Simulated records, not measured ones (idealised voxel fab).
This section sets out a process module, namely voxel plated lines.
In the cross-section labelled cut, the width is 290 nm and each square cell is 5 nm.
A cross-section is a grid of square cells, given in bands from the top down. A band is one or more rows of cells.
Top height, bottom height, nm. Materials left to right, width each, nm. Single material + "all across" = fills band edge to edge. "air" = empty.
Height datum 0, below which the as-received substrate wafer is one material. Lowest band open at the bottom, running downward: "0 nm and below".
The two numbers in a width such as "30 to 40" mark its ends across the band: the first belongs to the top row of cells, the second to the bottom row, and from each row to the next the width moves by the same amount.
Take "nothing altered" at face value: in the step it is given for, the cross-section changed in none of its cells.
Any empty space of 8 cells or more lacking an open way to the top shows up in "Enclosed void listing" as width x height at distance, distance from the left edge, in nm.
That trailing text on a step's line, after the settings, is the simulator's own remark on the step.
What "overlay nm" on a step's line means: if the step has a mask, that mask lay this far to the right of its planned place, or, when the value is negative, to the left.

List of planned process steps
1. op RECEIVE | material Si
2. op CONFORMAL_DEP | material SiN | thk nm 5
3. op DIRECTIONAL_DEP | material TiN | thk nm 5
4. op PATTERN | tone open | mask id LINES | material resist | width nm 15 | pitch nm 40 | thk nm 30 | overlay nm 0
5. op EPI | material Ru | thk nm 10
6. op EPI | material Ru | thk nm 10
7. op STRIP | etch materials resist
8. op DIRECTIONAL_ETCH | etch materials TiN | depth nm 5
9. op CONFORMAL_DEP | material SiO2 | thk nm 5

As received, after step 1
> 0 nm and below | Si all across
> Enclosed void listing: none

The first of the two wafers as seen in cross-section once the module was finished; processing followed the plan
> 35 nm to 30 nm | air=110; SiO2=25; air=15; SiO2=25; air=115
> 30 nm to 10 nm | air=110; SiO2=5; Ru=15; SiO2=5; air=15; SiO2=5; Ru=15; SiO2=5; air=115
> 10 nm to 5 nm | SiO2=115; TiN=15; SiO2=25; TiN=15; SiO2=120
> 5 nm to 0 nm | SiN all across
> 0 nm and below | Si all across
> Enclosed void listing: none

Second wafer of the two, sectioned at the end of the module. It began like the first and followed the same plan, but one mistake was made while running it
> 25 nm to 20 nm | air=110; SiO2=25; air=15; SiO2=25; air=115
> 20 nm to 10 nm | air=110; SiO2=5; Ru=15; SiO2=5; air=15; SiO2=5; Ru=15; SiO2=5; air=115
> 10 nm to 5 nm | SiO2=115; TiN=15; SiO2=25; TiN=15; SiO2=120
> 5 nm to 0 nm | SiN all across
> 0 nm and below | Si all across
> Enclosed void listing: none
Plan not followed: one of the identical steps 5 and 6 was skipped, and it is impossible to tell which
It is noted that, at the conclusion of processing, the second wafer exhibits a higher or lower cell count for certain materials relative to the first: 12 fewer of Ru | 8 fewer of SiO2
